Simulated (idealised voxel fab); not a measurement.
Process module in this document: voxel gate over fins
Section cut is 265 nm wide and gridded with 5 nm square cells.
In this document a cross-section is written as a grid of square cells. It is given as a series of bands, listed from the top down, and a band is one or more rows of cells.
Heights first: top, then bottom, in nm. Then materials, left to right, each with a width in nm. "edge to edge" on a single material: fills the band edge to edge. "air": empty space.
The level at which height equals 0 is the one under which the wafer, as it arrives, is entirely one material. No lower edge exists for the bottom band, which continues downward and is notated as in "0 nm and below".
A width such as "30 to 40" changes by the same amount from each row of cells to the next, from the band's top row to its bottom row.
Given "nothing altered" for a step, no cell of the cross-section differs between before and after that step.
Voids not open to the top, 8 cells minimum: see "Closed void inventory". Written width x height at distance; distance is from the left edge; nm.
Past the settings on a step's line: simulator remark, on that step.
"overlay nm", when on a step's line for a step with a mask, measures how far to the right of its planned place the mask lay; a negative measure means to the left.

PROCESS STEPS (PLANNED)
1,RECEIVE, material Si
2,CONFORMAL_DEP, material SiN, thk nm 5
3,MASKED_ETCH, tone cover, mask id FINS, width nm 15, pitch nm 35, etch materials SiN, depth nm 5, overlay nm 0
4,MASKED_ETCH, tone cover, mask id FINS, width nm 15, pitch nm 35, etch materials Si, depth nm 30, overlay nm 0
5,FILL_DEP, material SiO2, thk nm 10
6,CMP, height nm 5
7,SELECTIVE_ETCH, etch materials SiO2, depth nm 15
8,STRIP, etch materials SiN
9,CONFORMAL_DEP, material HfO2, thk nm 5
10,CONFORMAL_DEP, material TiN, thk nm 5
11,FILL_DEP, material W, thk nm 15
12,CMP, height nm 20
13,CONFORMAL_DEP, material SiCN, thk nm 5

CROSS-SECTION: WAFER ON ARRIVAL = AFTER STEP 1
- 0 nm and below: Si edge to edge
- Closed void inventory: none

THE PLAN ABOVE WAS CARRIED OUT ON THE STARTING STRUCTURE ABOVE WITH ONE MISTAKE, AND THIS CROSS-SECTION SHOWS THE WAFER AT THE END OF THE MODULE
- 25 nm to 20 nm: SiCN edge to edge
- 20 nm to 5 nm: W edge to edge
- 5 nm to 0 nm: W: 85, TiN: 25, W: 10, TiN: 25, W: 10, TiN: 25, W: 85
- 0 nm to -5 nm: W: 85, TiN: 5, Si: 15, TiN: 5, W: 10, TiN: 5, Si: 15, TiN: 5, W: 10, TiN: 5, Si: 15, TiN: 5, W: 85
- -5 nm to -10 nm: TiN: 90, Si: 15, TiN: 20, Si: 15, TiN: 20, Si: 15, TiN: 90
- -10 nm to -30 nm: SiO2: 90, Si: 15, SiO2: 20, Si: 15, SiO2: 20, Si: 15, SiO2: 90
- -30 nm and below: Si edge to edge
- Closed void inventory: none
Heads up, the wafer didn't run the way we planned it: plan step 9: skipped, not run
